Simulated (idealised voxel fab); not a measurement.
process module | voxel tone inversion
Cross-sectional view cut (width: 220 nm; square cell size: 5 nm).
In what follows, cross-sections appear as grids of square cells, described through bands that run from the top down, where every band is one or more rows of cells. The entry gives the band's vertical extent as a top height and a bottom height in nm, then its horizontal make-up as materials from left to right, each with a width in nm. "air" stands for empty space; a single material marked "everywhere" fills the band edge to edge. Zero point of the height axis is 0; under it, received wafer = one material. Lowest band: continues down indefinitely, "0..down". Think of "30..40" as a width that walks from the first number to the second as you go down the band, top row to bottom row, taking equal-sized steps from row to row. Take "left unchanged" at face value: in the step it is given for, the cross-section changed in none of its cells. Each empty space that has no open way to the top and spans at least 8 cells appears under "Closed void catalog" as width x height at distance, the distance counted from the left edge, all in nm. Step line, after settings: the simulator's comment on this step. overlay nm: how far to the right of its planned place the mask lay on this masked step (negative: to the left).
**Planned process steps**
step 1: RECEIVE,material Si
step 2: CONFORMAL_DEP,material SiN,thk nm 5
step 3: DIRECTIONAL_DEP,material polySi,thk nm 25
step 4: PATTERN,tone cover,mask id POSTS,material resist,width nm 25,pitch nm 45,thk nm 30,overlay nm 0
step 5: DIRECTIONAL_ETCH,etch materials polySi,depth nm 25
step 6: STRIP,etch materials resist
step 7: FILL_DEP,material SiO2,thk nm 10
step 8: CMP,height nm 30
step 9: STRIP,etch materials polySi
step 10: CONFORMAL_DEP,material TiN,thk nm 5
step 11: FILL_DEP,material W,thk nm 5
step 12: CMP,height nm 30
step 13: CONFORMAL_DEP,material SiCN,thk nm 5
**Cross-section of the wafer as it came to us, i.e., already through step 1**
0..down = Si everywhere
Closed void catalog: none
**Cross-section: first of two wafers, module finished, run according to plan**
35..30 = SiCN everywhere
30..10 = 30 SiO2  5 TiN  15 W  5 TiN  20 SiO2  5 TiN  15 W  5 TiN  20 SiO2  5 TiN  15 W  5 TiN  20 SiO2  5 TiN  15 W  5 TiN  30 SiO2
10..5 = 30 SiO2  25 TiN  20 SiO2  25 TiN  20 SiO2  25 TiN  20 SiO2  25 TiN  30 SiO2
5..0 = SiN everywhere
0..down = Si everywhere
Closed void catalog: none
**Cross-section, wafer two of two, end of module: same start and plan as wafer one, one error in execution**
35..30 = SiCN everywhere
30..10 = 30 SiCN  5 TiN  15 W  5 TiN  20 SiCN  5 TiN  15 W  5 TiN  20 SiCN  5 TiN  15 W  5 TiN  20 SiCN  5 TiN  15 W  5 TiN  30 SiCN
10..5 = 30 SiCN  25 TiN  20 SiCN  25 TiN  20 SiCN  25 TiN  20 SiCN  25 TiN  30 SiCN
5..0 = SiN everywhere
0..down = Si everywhere
Closed void catalog: none
Where did the run depart from the plan? contrary to plan, step 7 was performed as FILL_DEP,material SiCN,thk nm 10
At the finish, the second wafer shows more or fewer cells for some materials than the first does: +120 SiCN; -120 SiO2
